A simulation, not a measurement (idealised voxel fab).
The document below concerns the process module designated voxel wiring stack.
Pictured: cross-section cut, 240 nm wide, on a grid of 5 nm square cells.
The cross-sections in this document take the form of a grid made of square cells. They are written out as bands, in order from top to bottom. Each band consists of one or more rows of cells. Band entry format. Leading values: height of top, height of bottom, nm. Remainder: materials in left-to-right order, each with its width in nm. Special words: "full width" on a single material, which then fills the band edge to edge; "blank", empty space. We count height from 0. Below that, the starting wafer is all one material. The lowest band never ends at the bottom but goes on down; see "z 0 and below" for how that is written. Width: "30..40" (first number = top row, second number = bottom row, same change from row to row of cells). Where the words "remained unchanged" appear for a step, the cross-section shows no cell changed by that step; every cell remained as before. If an empty space has no open way to the top and is at least 8 cells in size, "Closed void entries" lists it, written width x height at distance, where distance is measured from the left edge and every value is in nm. Where a step's line continues beyond its settings, the continuation is a remark by the simulator itself on that step. The setting "overlay nm" may be written on the line of a step. When the step uses a mask, the value reports how far to the right of the planned place the mask lay, and a negative value reports that it lay to the left. How should the pairs below be read? Each gives the cross-section before one process step and the cross-section after it, the latter drawn only to the lowest band that changed; the step that lies between them, with its settings, appears under the pair. Does a pair pick up where the pair above left off? Only where its entry headed "before" says so, since pairs can come from different runs of this module on the same starting wafer.
Before:
- z 55 to 45: lowk full width
- z 45 to 20: Ru=40 / lowk=25 / Ru=20 / lowk=25 / Ru=20 / lowk=25 / Ru=20 / lowk=25 / Ru=40
- z 20 to 15: TiN=40 / lowk=25 / TiN=20 / lowk=25 / TiN=20 / lowk=25 / TiN=20 / lowk=25 / TiN=40
- z 15 to 0: SiO2 full width
- z 0 and below: Si full width
- Closed void entries: none
As Processed:
- z 45 to 20: Ru=40 / lowk=25 / Ru=20 / lowk=25 / Ru=20 / lowk=25 / Ru=20 / lowk=25 / Ru=40
- Heights below 20 show no change.
- Closed void entries: none
What step was run between the cross-section before it and the cross-section after it, both above? op CMP | height nm 45
before: For the state before this step, see the after cross-section of the pair located directly above.
As Processed:
- z 50 to 45: SiCN full width
- Heights below 45 show no change.
- Closed void entries: none
What step was run between the cross-section before it and the cross-section after it, both above? op CONFORMAL_DEP | material SiCN | thk nm 5
before: For the state before this step, see the after cross-section of the pair located directly above.
As Processed:
- z 75 to 50: lowk full width
- Heights below 50 show no change.
- Closed void entries: none
What step was run between the cross-section before it and the cross-section after it, both above? op DIRECTIONAL_DEP | material lowk | thk nm 25
before: For the state before this step, see the after cross-section of the pair located directly above.
As Processed:
- z 85 to 75: aC full width
- Heights below 75 show no change.
- Closed void entries: none
What step was run between the cross-section before it and the cross-section after it, both above? op DIRECTIONAL_DEP | material aC | thk nm 10
before: For the state before this step, see the after cross-section of the pair located directly above.
As Processed:
- z 110 to 85: resist=40 / blank=15 / resist=30 / blank=15 / resist=30 / blank=15 / resist=30 / blank=15 / resist=50
- Heights below 85 show no change.
- Closed void entries: none
What step was run between the cross-section before it and the cross-section after it, both above? op PATTERN | tone open | mask id METAL_2_HOLES | material resist | width nm 15 | pitch nm 45 | thk nm 25 | overlay nm 0
before: For the state before this step, see the after cross-section of the pair located directly above.
As Processed:
- z 100 to 85: resist=40 / blank=15 / resist=30 / blank=15 / resist=30 / blank=15 / resist=30 / blank=15 / resist=50
- z 85 to 75: aC=40 / blank=15 / aC=30 / blank=15 / aC=30 / blank=15 / aC=30 / blank=15 / aC=50
- Heights below 75 show no change.
- Closed void entries: none
What step was run between the cross-section before it and the cross-section after it, both above? op DIRECTIONAL_ETCH | etch materials aC | depth nm 10
before: For the state before this step, see the after cross-section of the pair located directly above.
As Processed:
- z 85 to 75: aC=40 / blank=15 / aC=30 / blank=15 / aC=30 / blank=15 / aC=30 / blank=15 / aC=50
- Heights below 75 show no change.
- Closed void entries: none
What step was run between the cross-section before it and the cross-section after it, both above? op STRIP | etch materials resist
before: For the state before this step, see the after cross-section of the pair located directly above.
As Processed:
- z 85 to 75: aC=40 / blank=15 / aC=30 / blank=15 / aC=30 / blank=15 / aC=30 / blank=15 / aC=50
- z 75 to 50: lowk=40 / blank=15 / lowk=30 / blank=15 / lowk=30 / blank=15 / lowk=30 / blank=15 / lowk=50
- Heights below 50 show no change.
- Closed void entries: none
What step was run between the cross-section before it and the cross-section after it, both above? op DIRECTIONAL_ETCH | etch materials lowk | depth nm 25
before: For the state before this step, see the after cross-section of the pair located directly above.
As Processed:
- z 75 to 50: lowk=40 / blank=15 / lowk=30 / blank=15 / lowk=30 / blank=15 / lowk=30 / blank=15 / lowk=50
- Heights below 50 show no change.
- Closed void entries: none
What step was run between the cross-section before it and the cross-section after it, both above? op STRIP | etch materials aC
before: For the state before this step, see the after cross-section of the pair located directly above.
As Processed:
- z 75 to 60: lowk=40 / blank=25 / lowk=20 / blank=25 / lowk=20 / blank=25 / lowk=20 / blank=25 / lowk=40
- Heights below 60 show no change.
- Closed void entries: none
What step was run between the cross-section before it and the cross-section after it, both above? op MASKED_ETCH | tone open | mask id METAL_2 | width nm 25 | pitch nm 45 | etch materials lowk | depth nm 15 | overlay nm 0
before: For the state before this step, see the after cross-section of the pair located directly above.
As Processed:
- z 75 to 60: lowk=40 / blank=25 / lowk=20 / blank=25 / lowk=20 / blank=25 / lowk=20 / blank=25 / lowk=40
- z 60 to 50: lowk=40 / blank=15 / lowk=30 / blank=15 / lowk=30 / blank=15 / lowk=30 / blank=15 / lowk=50
- z 50 to 45: SiCN=40 / blank=15 / SiCN=30 / blank=15 / SiCN=30 / blank=15 / SiCN=30 / blank=15 / SiCN=50
- Heights below 45 show no change.
- Closed void entries: none
What step was run between the cross-section before it and the cross-section after it, both above? op MASKED_ETCH | tone open | mask id METAL_2 | width nm 25 | pitch nm 45 | etch materials SiCN | depth nm 5 | overlay nm 0
before: For the state before this step, see the after cross-section of the pair located directly above.
As Processed:
- z 80 to 75: TiN=45 / blank=15 / TiN=30 / blank=15 / TiN=30 / blank=15 / TiN=30 / blank=15 / TiN=45
- z 75 to 65: lowk=40 / TiN=5 / blank=15 / TiN=5 / lowk=20 / TiN=5 / blank=15 / TiN=5 / lowk=20 / TiN=5 / blank=15 / TiN=5 / lowk=20 / TiN=5 / blank=15 / TiN=5 / lowk=40
- z 65 to 60: lowk=40 / TiN=5 / blank=5 / TiN=15 / lowk=20 / TiN=5 / blank=5 / TiN=15 / lowk=20 / TiN=5 / blank=5 / TiN=15 / lowk=20 / TiN=5 / blank=5 / TiN=15 / lowk=40
- z 60 to 50: lowk=40 / TiN=5 / blank=5 / TiN=5 / lowk=30 / TiN=5 / blank=5 / TiN=5 / lowk=30 / TiN=5 / blank=5 / TiN=5 / lowk=30 / TiN=5 / blank=5 / TiN=5 / lowk=50
- z 50 to 45: SiCN=40 / TiN=15 / SiCN=30 / TiN=15 / SiCN=30 / TiN=15 / SiCN=30 / TiN=15 / SiCN=50
- Heights below 45 show no change.
- Closed void entries: none
What step was run between the cross-section before it and the cross-section after it, both above? op CONFORMAL_DEP | material TiN | thk nm 5
before: For the state before this step, see the after cross-section of the pair located directly above.
As Processed:
- z 90 to 80: Cu full width
- z 80 to 75: TiN=45 / Cu=15 / TiN=30 / Cu=15 / TiN=30 / Cu=15 / TiN=30 / Cu=15 / TiN=45
- z 75 to 65: lowk=40 / TiN=5 / Cu=15 / TiN=5 / lowk=20 / TiN=5 / Cu=15 / TiN=5 / lowk=20 / TiN=5 / Cu=15 / TiN=5 / lowk=20 / TiN=5 / Cu=15 / TiN=5 / lowk=40
- z 65 to 60: lowk=40 / TiN=5 / Cu=5 / TiN=15 / lowk=20 / TiN=5 / Cu=5 / TiN=15 / lowk=20 / TiN=5 / Cu=5 / TiN=15 / lowk=20 / TiN=5 / Cu=5 / TiN=15 / lowk=40
- z 60 to 50: lowk=40 / TiN=5 / Cu=5 / TiN=5 / lowk=30 / TiN=5 / Cu=5 / TiN=5 / lowk=30 / TiN=5 / Cu=5 / TiN=5 / lowk=30 / TiN=5 / Cu=5 / TiN=5 / lowk=50
- Heights below 50 show no change.
- Closed void entries: none
What step was run between the cross-section before it and the cross-section after it, both above? op FILL_DEP | material Cu | thk nm 10
before: For the state before this step, see the after cross-section of the pair located directly above.
As Processed:
- z 75 to 65: lowk=40 / TiN=5 / Cu=15 / TiN=5 / lowk=20 / TiN=5 / Cu=15 / TiN=5 / lowk=20 / TiN=5 / Cu=15 / TiN=5 / lowk=20 / TiN=5 / Cu=15 / TiN=5 / lowk=40
- Heights below 65 show no change.
- Closed void entries: none
What step was run between the cross-section before it and the cross-section after it, both above? op CMP | height nm 75
before: For the state before this step, see the after cross-section of the pair located directly above.
As Processed:
- z 80 to 75: SiCN full width
- Heights below 75 show no change.
- Closed void entries: none
What step was run between the cross-section before it and the cross-section after it, both above? op CONFORMAL_DEP | material SiCN | thk nm 5
